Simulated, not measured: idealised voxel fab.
This is a process module. Its name is voxel gate over fins.
Pictured: cross-section cut, 160 nm wide, on a grid of 5 nm square cells.
We lay out every cross-section as a grid of square cells and spell it out in bands from the top down, where one band means one or more rows of cells. Heads up on the band format: heights come first, top then bottom, in nm. After that it's the materials left to right, each with its width in nm. A single material flagged "everywhere" fills the whole band edge to edge, and "empty" means there's empty space there. It should be noted that heights are counted from 0, beneath which the wafer as supplied is of one material throughout, and that the lowest band possesses no lower boundary but continues downward, as written in "top 0, no bottom". Think of "30 to 40" as a width that walks from the first number to the second as you go down the band, top row to bottom row, taking equal-sized steps from row to row. Basically "no modification" means that step didn't change any cell in the cross-section. Listed in "Closed void table": every empty space of 8 or more cells without an open way to the top. Form: width x height at distance, the distance being from the left edge, all in nm. Note: text after step settings on the step line = simulator remark on that step. overlay nm: mask right of planned place by this much (step with mask). Neg. = left.
-- The process steps that were planned are listed below
1,RECEIVE | material Si
2,CONFORMAL_DEP | material SiN | thk nm 5
3,DIRECTIONAL_DEP | material aC | thk nm 10
4,PATTERN | tone cover | mask id FINS | material resist | width nm 15 | pitch nm 35 | thk nm 30 | overlay nm 0
5,DIRECTIONAL_ETCH | etch materials aC | depth nm 10
6,STRIP | etch materials resist
7,DIRECTIONAL_ETCH | etch materials SiN | depth nm 5
8,DIRECTIONAL_ETCH | etch materials Si | depth nm 30
9,STRIP | etch materials aC
10,OXIDIZE | depth nm 5
11,FILL_DEP | material SiO2 | thk nm 10
12,CMP | height nm 5
13,SELECTIVE_ETCH | etch materials SiO2 | depth nm 5
14,STRIP | etch materials SiN
15,CONFORMAL_DEP | material HfO2 | thk nm 5
16,CONFORMAL_DEP | material TiN | thk nm 5
17,CONFORMAL_DEP | material TiAl | thk nm 5
18,CONFORMAL_DEP | material TiN | thk nm 5
19,FILL_DEP | material W | thk nm 10
20,CMP | height nm 25
21,CONFORMAL_DEP | material SiCN | thk nm 5
Where the wafers of this document differ is in the depth nm of step 13; they start out the same, and the plan states the value that applied to the first wafer.
-- Received condition of the first of several wafers, sectioned: post-step 1
- top 0, no bottom  Si everywhere
- Closed void table: none
-- First of several wafers in cross-section at module end, following the final step, step 21
- top 30, bottom 25  SiCN everywhere
- top 25, bottom 20  W everywhere
- top 20, bottom 15  TiN everywhere
- top 15, bottom 10  TiAl everywhere
- top 10, bottom 5  TiN everywhere
- top 5, bottom 0  HfO2 everywhere
- top 0, bottom -35  SiO2 (60) / Si (5) / SiO2 (30) / Si (5) / SiO2 (60)
- top -35, no bottom  Si everywhere
- Closed void table: none
-- A cross-section through the last wafer at the close of the module
- top 30, bottom 25  SiCN everywhere
- top 25, bottom 20  W everywhere
- top 20, bottom 15  W (40) / TiN (80) / W (40)
- top 15, bottom 10  W (40) / TiN (5) / TiAl (70) / TiN (5) / W (40)
- top 10, bottom 5  W (40) / TiN (5) / TiAl (5) / TiN (25) / TiAl (10) / TiN (25) / TiAl (5) / TiN (5) / W (40)
- top 5, bottom 0  W (40) / TiN (5) / TiAl (5) / TiN (5) / HfO2 (15) / TiN (5) / TiAl (10) / TiN (5) / HfO2 (15) / TiN (5) / TiAl (5) / TiN (5) / W (40)
- top 0, bottom -5  W (40) / TiN (5) / TiAl (5) / TiN (5) / HfO2 (5) / Si (5) / HfO2 (5) / TiN (5) / TiAl (10) / TiN (5) / HfO2 (5) / Si (5) / HfO2 (5) / TiN (5) / TiAl (5) / TiN (5) / W (40)
- top -5, bottom -10  TiN (45) / TiAl (5) / TiN (5) / HfO2 (5) / Si (5) / HfO2 (5) / TiN (5) / TiAl (10) / TiN (5) / HfO2 (5) / Si (5) / HfO2 (5) / TiN (5) / TiAl (5) / TiN (45)
- top -10, bottom -15  TiAl (50) / TiN (5) / HfO2 (5) / Si (5) / HfO2 (5) / TiN (5) / TiAl (10) / TiN (5) / HfO2 (5) / Si (5) / HfO2 (5) / TiN (5) / TiAl (50)
- top -15, bottom -20  TiN (55) / HfO2 (5) / Si (5) / HfO2 (5) / TiN (20) / HfO2 (5) / Si (5) / HfO2 (5) / TiN (55)
- top -20, bottom -25  HfO2 (60) / Si (5) / HfO2 (30) / Si (5) / HfO2 (60)
- top -25, bottom -35  SiO2 (60) / Si (5) / SiO2 (30) / Si (5) / SiO2 (60)
- top -35, no bottom  Si everywhere
- Closed void table: none
-- Table: wafers, a row each; end-of-module cell change per material since receipt, gain (+), loss (-); then closed voids
depth nm 5, +32 HfO2, -210 Si, +32 SiCN, +210 SiO2, +32 TiAl, +64 TiN, +32 W, Closed void table: none
depth nm 10, +36 HfO2, -210 Si, +32 SiCN, +180 SiO2, +36 TiAl, +70 TiN, +48 W, Closed void table: none
depth nm 15, +40 HfO2, -210 Si, +32 SiCN, +150 SiO2, +40 TiAl, +76 TiN, +64 W, Closed void table: none
depth nm 20, +44 HfO2, -210 Si, +32 SiCN, +120 SiO2, +44 TiAl, +82 TiN, +80 W, Closed void table: none
depth nm 25, +48 HfO2, -210 Si, +32 SiCN, +90 SiO2, +48 TiAl, +88 TiN, +96 W, Closed void table: none
depth nm 30, +52 HfO2, -210 Si, +32 SiCN, +60 SiO2, +52 TiAl, +94 TiN, +112 W, Closed void table: none
